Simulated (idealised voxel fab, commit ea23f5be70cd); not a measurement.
voxel released beams: a process module
Cross-section cut spans 145 nm and uses square cells 5 nm in size.
We lay out every cross-section as a grid of square cells and spell it out in bands from the top down, where one band means one or more rows of cells. Read a band's entry like this: the first values are the height of its top and the height of its bottom in nm, and what follows is the sequence of materials from left to right, each with its width in nm. Note that "air" is empty space, and that a single material marked "edge to edge" reaches across the band from edge to edge. Heads up on the height convention: 0 is the point under which the incoming wafer is all one material, and the lowest band has no bottom, it just keeps going down, like "0 down". Per-row width for "30->40": begins at first number (top row of band), ends at second number (bottom row), increment between rows held constant. "no alteration" means the step left every cell of the cross-section as it was. Entry "Enclosed void catalog" = empty spaces >= 8 cells with no open way to the top; each as width x height at distance, distance from left edge, all nm. Step line, after settings: the simulator's comment on this step. Steps that use a mask can have "overlay nm" on their line. It says how far the mask sat to the right of where it was meant to be. Negative means to the left.
Process steps (planned)
1,RECEIVE,material Si
2,CONFORMAL_DEP,material Al2O3,thk nm 5
3,DIRECTIONAL_DEP,material SiO2,thk nm 20
4,DIRECTIONAL_DEP,material aC,thk nm 10
5,PATTERN,tone open,mask id ANCHOR,material resist,width nm 25,thk nm 30,overlay nm 0
6,DIRECTIONAL_ETCH,etch materials aC,depth nm 10
7,STRIP,etch materials resist
8,DIRECTIONAL_ETCH,etch materials SiO2,depth nm 20
9,STRIP,etch materials aC
10,CONFORMAL_DEP,material polySi,thk nm 10
11,DIRECTIONAL_DEP,material aC,thk nm 15
12,PATTERN,tone cover,mask id BEAM,material resist,width nm 80,thk nm 30,overlay nm 0
13,DIRECTIONAL_ETCH,etch materials aC,depth nm 15
14,STRIP,etch materials resist
15,DIRECTIONAL_ETCH,etch materials polySi,depth nm 10
16,STRIP,etch materials aC
17,STRIP,etch materials SiO2
As received (post step 1): cross-section
	0 down: Si edge to edge
	Enclosed void catalog: none
Wafer cross-section at module end: first of two, run to plan
	35 to 25: air 30, polySi 15, air 5, polySi 60, air 35
	25 to 15: air 35, polySi 10, air 5, polySi 10, air 85
	15 to 5: air 35, polySi 25, air 85
	5 to 0: Al2O3 edge to edge
	0 down: Si edge to edge
	Enclosed void catalog: none
Wafer two, end of module, cross-section. Same start, same plan as wafer one. One mistake in the run
	30 to 25: air 30, polySi 10, air 15, polySi 55, air 35
	25 to 10: air 35, polySi 5, air 15, polySi 5, air 85
	10 to 5: air 35, polySi 25, air 85
	5 to 0: Al2O3 edge to edge
	0 down: Si edge to edge
	Enclosed void catalog: none
Which mistake was made when the wafer was run? in deviation from the planned setting, step 10 was conducted as CONFORMAL_DEP,material polySi,thk nm 5
Bottom line after processing is that, in cells, the second wafer is up or down on some materials versus the first: polySi -24
